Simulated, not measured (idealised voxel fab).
The process module that follows is named voxel gate over fins.
Cross-section cut: width 300 nm, square cells of 5 nm.
Cross-section spec: square-cell grid; bands listed top down; each band is one or more rows. First you get the band's top height and its bottom height, in nm, and then the materials it's made of, left to right, with each width in nm. If you see a single material with "throughout", that one covers the band edge to edge. "empty" is empty space. Height datum 0, below which the as-received substrate wafer is one material. Lowest band open at the bottom, running downward: "0..down". You'd read "30 to 40" like this: the band's top row of cells is as wide as the first number, its bottom row is as wide as the second, and going down, every row changes width by the same amount as the row before did. "no modifications" -> step changed no cross-section cell. Under "Closed internal voids" you'll find the enclosed gaps, the ones with no way out to the top, that are 8 cells or bigger; each reads width x height at distance, with distance counted from the left edge, everything in nm. Read whatever lies past the settings on a step's line as the simulator's own remark about the step. overlay nm: where the mask lay relative to plan, measured to the right, on steps with a mask; negatives go left.
**So here's the lineup of process steps we planned**
step 1: RECEIVE, material Si
step 2: CONFORMAL_DEP, material SiN, thk nm 5
step 3: MASKED_ETCH, tone cover, mask id FINS, width nm 15, pitch nm 55, etch materials SiN, depth nm 5, overlay nm 0
step 4: MASKED_ETCH, tone cover, mask id FINS, width nm 15, pitch nm 55, etch materials Si, depth nm 40, overlay nm 0
step 5: OXIDIZE, depth nm 5
step 6: FILL_DEP, material SiO2, thk nm 10
step 7: CMP, height nm 5
step 8: DIRECTIONAL_DEP, material aC, thk nm 10
step 9: PATTERN, tone open, mask id RAIL, material resist, width nm 15, thk nm 25, overlay nm 0
step 10: DIRECTIONAL_ETCH, etch materials aC, depth nm 10
step 11: STRIP, etch materials resist
step 12: DIRECTIONAL_ETCH, etch materials SiO2, depth nm 40
step 13: STRIP, etch materials aC
step 14: CONFORMAL_DEP, material TiN, thk nm 5
step 15: FILL_DEP, material W, thk nm 10
step 16: CMP, height nm 5
step 17: SELECTIVE_ETCH, etch materials W Ru TiN, depth nm 25
step 18: FILL_DEP, material SiO2, thk nm 5
step 19: CMP, height nm 5
step 20: SELECTIVE_ETCH, etch materials SiO2, depth nm 15
step 21: STRIP, etch materials SiN
step 22: CONFORMAL_DEP, material HfO2, thk nm 5
step 23: CONFORMAL_DEP, material TiN, thk nm 5
step 24: CONFORMAL_DEP, material TiAl, thk nm 5
step 25: CONFORMAL_DEP, material TiN, thk nm 5
step 26: FILL_DEP, material W, thk nm 15
step 27: CMP, height nm 30
step 28: CONFORMAL_DEP, material SiN, thk nm 5
**Incoming wafer in cross-section (state: after step 1)**
	0..down = Si throughout
	Closed internal voids: none
**Final wafer profile in cross-section after the module, from the same start and plan as above, with one mistake made during processing**
	35..30 = SiN throughout
	30..25 = 35 nm W, then 230 nm TiN, then 35 nm W
	25..20 = 35 nm W, then 5 nm TiN, then 220 nm TiAl, then 5 nm TiN, then 35 nm W
	20..15 = 40 nm TiN, then 5 nm TiAl, then 45 nm TiN, then 10 nm TiAl, then 45 nm TiN, then 10 nm TiAl, then 45 nm TiN, then 10 nm TiAl, then 45 nm TiN, then 5 nm TiAl, then 40 nm TiN
	15..10 = 45 nm TiAl, then 45 nm TiN, then 10 nm TiAl, then 45 nm TiN, then 10 nm TiAl, then 45 nm TiN, then 10 nm TiAl, then 45 nm TiN, then 45 nm TiAl
	10..5 = TiN throughout
	5..0 = 60 nm TiN, then 15 nm HfO2, then 40 nm TiN, then 15 nm HfO2, then 40 nm TiN, then 15 nm HfO2, then 40 nm TiN, then 15 nm HfO2, then 60 nm TiN
	0..-5 = 60 nm TiN, then 5 nm HfO2, then 5 nm Si, then 5 nm HfO2, then 40 nm TiN, then 5 nm HfO2, then 5 nm Si, then 5 nm HfO2, then 40 nm TiN, then 5 nm HfO2, then 5 nm Si, then 5 nm HfO2, then 40 nm TiN, then 5 nm HfO2, then 5 nm Si, then 5 nm HfO2, then 60 nm TiN
	-5..-10 = 65 nm HfO2, then 5 nm Si, then 50 nm HfO2, then 5 nm Si, then 50 nm HfO2, then 5 nm Si, then 50 nm HfO2, then 5 nm Si, then 65 nm HfO2
	-10..-20 = 65 nm SiO2, then 5 nm Si, then 50 nm SiO2, then 5 nm Si, then 50 nm SiO2, then 5 nm Si, then 50 nm SiO2, then 5 nm Si, then 65 nm SiO2
	-20..-30 = 65 nm SiO2, then 5 nm Si, then 15 nm SiO2, then 5 nm TiN, then 5 nm W, then 5 nm TiN, then 20 nm SiO2, then 5 nm Si, then 50 nm SiO2, then 5 nm Si, then 50 nm SiO2, then 5 nm Si, then 65 nm SiO2
	-30..-35 = 65 nm SiO2, then 5 nm Si, then 15 nm SiO2, then 15 nm TiN, then 20 nm SiO2, then 5 nm Si, then 50 nm SiO2, then 5 nm Si, then 50 nm SiO2, then 5 nm Si, then 65 nm SiO2
	-35..-45 = 65 nm SiO2, then 5 nm Si, then 50 nm SiO2, then 5 nm Si, then 50 nm SiO2, then 5 nm Si, then 50 nm SiO2, then 5 nm Si, then 65 nm SiO2
	-45..down = Si throughout
	Closed internal voids: none
Against the plan, the run slipped here: planned and actual differ for step 23; actual: CONFORMAL_DEP, material TiN, thk nm 15
